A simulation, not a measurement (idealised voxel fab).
A process module follows: voxel transistor to metal.
The cross-section shown here is cut; it is 165 nm wide and divided into square cells measuring 5 nm on a side.
If you're reading a cross-section in this doc, picture square cells in a grid; it comes to you as bands, top ones listed first down to the bottom, and a band can be one or more rows of cells.
Per band: top height and bottom height in nm, followed by the left-to-right materials and their widths in nm; "everywhere" marks a single material spanning edge to edge, "blank" marks empty space.
Below 0: as-received wafer, all one material; heights counted from there. Lowest band: no bottom, goes on down, written "0 and below".
The notation "30..40" denotes a width that varies across the rows of cells in the band, beginning at the first number in the top row, finishing at the second number in the bottom row, and changing by an identical amount from each row to the next.
You'll sometimes find "remained unchanged" written for a step, and that's the way of saying that nowhere in the cross-section did a cell change during that step.
Any empty space of 8 cells or more lacking an open way to the top shows up in "Non-vented voids" as width x height at distance, distance from the left edge, in nm.
Anything after a step's settings on that line? It's the simulator's own note about the step.
The line of a step may include "overlay nm". On a step with a mask, this value is how far to the right of its planned place the mask lay. A negative value means the mask lay to the left.

### Process steps (planned)
| 1 | RECEIVE with material Si |
| 2 | CONFORMAL_DEP with material SiO2, thk nm 5 |
| 3 | CONFORMAL_DEP with material SiN, thk nm 10 |
| 4 | DIRECTIONAL_DEP with material aC, thk nm 15 |
| 5 | PATTERN with tone cover, mask id ACTIVE, material resist, width nm 105, thk nm 30, overlay nm 0 |
| 6 | DIRECTIONAL_ETCH with etch materials aC, depth nm 15 |
| 7 | STRIP with etch materials resist |
| 8 | DIRECTIONAL_ETCH with etch materials SiN, depth nm 10 |
| 9 | DIRECTIONAL_ETCH with etch materials SiO2, depth nm 5 |
| 10 | DIRECTIONAL_ETCH with etch materials Si, depth nm 35 |
| 11 | STRIP with etch materials aC |
| 12 | FILL_DEP with material SiO2, thk nm 10 |
| 13 | CMP with height nm 15 |
| 14 | SELECTIVE_ETCH with etch materials SiO2, depth nm 5 |
| 15 | STRIP with etch materials SiN |
| 16 | SELECTIVE_ETCH with etch materials SiO2, depth nm 5 |
| 17 | OXIDIZE with depth nm 5 |
| 18 | DIRECTIONAL_DEP with material polySi, thk nm 30 |
| 19 | DIRECTIONAL_DEP with material SiCN, thk nm 10 |
| 20 | PATTERN with tone cover, mask id GATE, material resist, width nm 25, thk nm 20, overlay nm 0 |
| 21 | DIRECTIONAL_ETCH with etch materials SiCN, depth nm 20 |
| 22 | DIRECTIONAL_ETCH with etch materials polySi, depth nm 40 |
| 23 | STRIP with etch materials resist |
| 24 | CONFORMAL_DEP with material SiN, thk nm 10 |
| 25 | DIRECTIONAL_ETCH with etch materials SiN, depth nm 10 |
| 26 | DIRECTIONAL_ETCH with etch materials SiO2, depth nm 5 |
| 27 | DIRECTIONAL_ETCH with etch materials Si, depth nm 5 |
| 28 | EPI with material pSi, thk nm 5 |
| 29 | FILL_DEP with material SiO2, thk nm 10 |
| 30 | CMP with height nm 40 |
| 31 | DIRECTIONAL_DEP with material SiO2, thk nm 15 |
| 32 | PATTERN with tone open, mask id CONTACT, material resist, width nm 30, pitch nm 65, thk nm 20, overlay nm 0 |
| 33 | DIRECTIONAL_ETCH with etch materials SiO2, depth nm 60 |
| 34 | STRIP with etch materials resist |
| 35 | CONFORMAL_DEP with material TiN, thk nm 5 |
| 36 | FILL_DEP with material Ru, thk nm 5 |
| 37 | CMP with height nm 55 |
| 38 | DIRECTIONAL_DEP with material TiN, thk nm 5 |
| 39 | DIRECTIONAL_DEP with material Ru, thk nm 20 |
| 40 | PATTERN with tone cover, mask id METAL_1, material resist, width nm 15, pitch nm 80, thk nm 20, overlay nm 0 |
| 41 | DIRECTIONAL_ETCH with etch materials Ru, depth nm 20 |
| 42 | DIRECTIONAL_ETCH with etch materials TiN, depth nm 5 |
| 43 | STRIP with etch materials resist |
| 44 | CONFORMAL_DEP with material SiN, thk nm 5 |
| 45 | FILL_DEP with material lowk, thk nm 10 |
| 46 | CMP with height nm 80 |
| 47 | CONFORMAL_DEP with material SiN, thk nm 5 |

### Cross-section of the wafer at receipt, which is the condition after step 1
  0 and below | Si everywhere
  Non-vented voids: none

### Cross-section, end of module. Start: as above. Plan: as above. Execution: one mistake
  85 down to 80 | SiN everywhere
  80 down to 60 | 30 lowk, then 5 SiN, then 15 Ru, then 5 SiN, then 55 lowk, then 5 SiN, then 15 Ru, then 5 SiN, then 30 lowk
  60 down to 55 | 35 SiN, then 15 TiN, then 65 SiN, then 15 TiN, then 35 SiN
  55 down to 45 | 35 SiO2, then 5 TiN, then 20 Ru, then 5 TiN, then 35 SiO2, then 5 TiN, then 20 Ru, then 5 TiN, then 35 SiO2
  45 down to 40 | 35 SiO2, then 5 TiN, then 15 Ru, then 10 TiN, then 35 SiO2, then 10 TiN, then 15 Ru, then 5 TiN, then 35 SiO2
  40 down to 30 | 35 SiO2, then 5 TiN, then 15 Ru, then 5 TiN, then 10 SiN, then 25 SiCN, then 10 SiN, then 5 TiN, then 15 Ru, then 5 TiN, then 35 SiO2
  30 down to 5 | 35 SiO2, then 5 TiN, then 15 Ru, then 5 TiN, then 10 SiN, then 25 polySi, then 10 SiN, then 5 TiN, then 15 Ru, then 5 TiN, then 35 SiO2
  5 down to 0 | 25 SiO2, then 10 SiN, then 10 TiN, then 5 Ru, then 10 TiN, then 10 SiN, then 25 polySi, then 10 SiN, then 10 TiN, then 5 Ru, then 10 TiN, then 10 SiN, then 25 SiO2
  0 down to -5 | 35 SiO2, then 5 pSi, then 15 TiN, then 5 pSi, then 45 SiO2, then 5 pSi, then 15 TiN, then 5 pSi, then 35 SiO2
  -5 down to -10 | 30 SiO2, then 5 Si, then 25 pSi, then 45 Si, then 25 pSi, then 5 Si, then 30 SiO2
  -10 down to -70 | 30 SiO2, then 105 Si, then 30 SiO2
  -70 and below | Si everywhere
  Non-vented voids: none
Misprocessing identified: step 10 was run twice
